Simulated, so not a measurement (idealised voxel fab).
This is a process module. Its name is voxel trench capacitor.
Square cell edge 5 nm, section width 155 nm, ID cut.
Bands, listed from the top down, are how a cross-section gets written in this document; the cross-section itself is a grid of square cells, and a band is one or more rows of them.
A band entry consists of two parts. The first gives the height of the band's top and the height of its bottom, in nm. The rest lists the band's materials from left to right, each with its width in nm. A single material labelled with the word "full width" fills the band from edge to edge, and the word "empty" marks empty space.
The level at which height equals 0 is the one under which the wafer, as it arrives, is entirely one material. No lower edge exists for the bottom band, which continues downward and is notated as in "0..down".
Width: "30->40" (first number = top row, second number = bottom row, same change from row to row of cells).
Take "no modifications" at face value: in the step it is given for, the cross-section changed in none of its cells.
"Closed void roster" enumerates empty spaces isolated from the top, with no open way to it, that contain at least 8 cells, giving each as width x height at distance from the left edge, all three in nm.
What comes after the settings on a step's line is commentary from the simulator itself on that step.
A step line may carry the setting "overlay nm", which, for steps involving a mask, states the distance by which the mask lay to the right of its intended position; negative values denote displacement to the left.
-- Listed below are the process steps as planned
step 1: RECEIVE | material Si
step 2: CONFORMAL_DEP | material SiN | thk nm 10
step 3: DIRECTIONAL_DEP | material aC | thk nm 15
step 4: PATTERN | tone open | mask id TRENCH | material resist | width nm 15 | pitch nm 40 | thk nm 35 | overlay nm 0
step 5: DIRECTIONAL_ETCH | etch materials aC | depth nm 15
step 6: STRIP | etch materials resist
step 7: DIRECTIONAL_ETCH | etch materials SiN | depth nm 10
step 8: DIRECTIONAL_ETCH | etch materials Si | depth nm 30
step 9: STRIP | etch materials aC
step 10: CONFORMAL_DEP | material SiO2 | thk nm 5
step 11: FILL_DEP | material polySi | thk nm 10
step 12: CMP | height nm 10
-- Step 1 complete: cross-section of the wafer as received
  0..down  Si full width
  Closed void roster: none
-- Looking at the first of two wafers in cross-section at end of module - ran to plan
  10..0  SiN 30 | SiO2 5 | polySi 5 | SiO2 5 | SiN 25 | SiO2 5 | polySi 5 | SiO2 5 | SiN 25 | SiO2 5 | polySi 5 | SiO2 5 | SiN 30
  0..-25  Si 30 | SiO2 5 | polySi 5 | SiO2 5 | Si 25 | SiO2 5 | polySi 5 | SiO2 5 | Si 25 | SiO2 5 | polySi 5 | SiO2 5 | Si 30
  -25..-30  Si 30 | SiO2 15 | Si 25 | SiO2 15 | Si 25 | SiO2 15 | Si 30
  -30..down  Si full width
  Closed void roster: none
-- This cross-section belongs to the second wafer of two at the end of the module; the start and the plan were shared with the first, and the run included one mistake
  10..0  SiN 30 | aC 5 | polySi 5 | aC 5 | SiN 25 | aC 5 | polySi 5 | aC 5 | SiN 25 | aC 5 | polySi 5 | aC 5 | SiN 30
  0..-25  Si 30 | aC 5 | polySi 5 | aC 5 | Si 25 | aC 5 | polySi 5 | aC 5 | Si 25 | aC 5 | polySi 5 | aC 5 | Si 30
  -25..-30  Si 30 | aC 15 | Si 25 | aC 15 | Si 25 | aC 15 | Si 30
  -30..down  Si full width
  Closed void roster: none
Which mistake was made when the wafer was run? contrary to plan, step 10 was performed as CONFORMAL_DEP | material aC | thk nm 5
Bottom line after processing is that, in cells, the second wafer is up or down on some materials versus the first: 51 fewer of SiO2; 51 more of aC
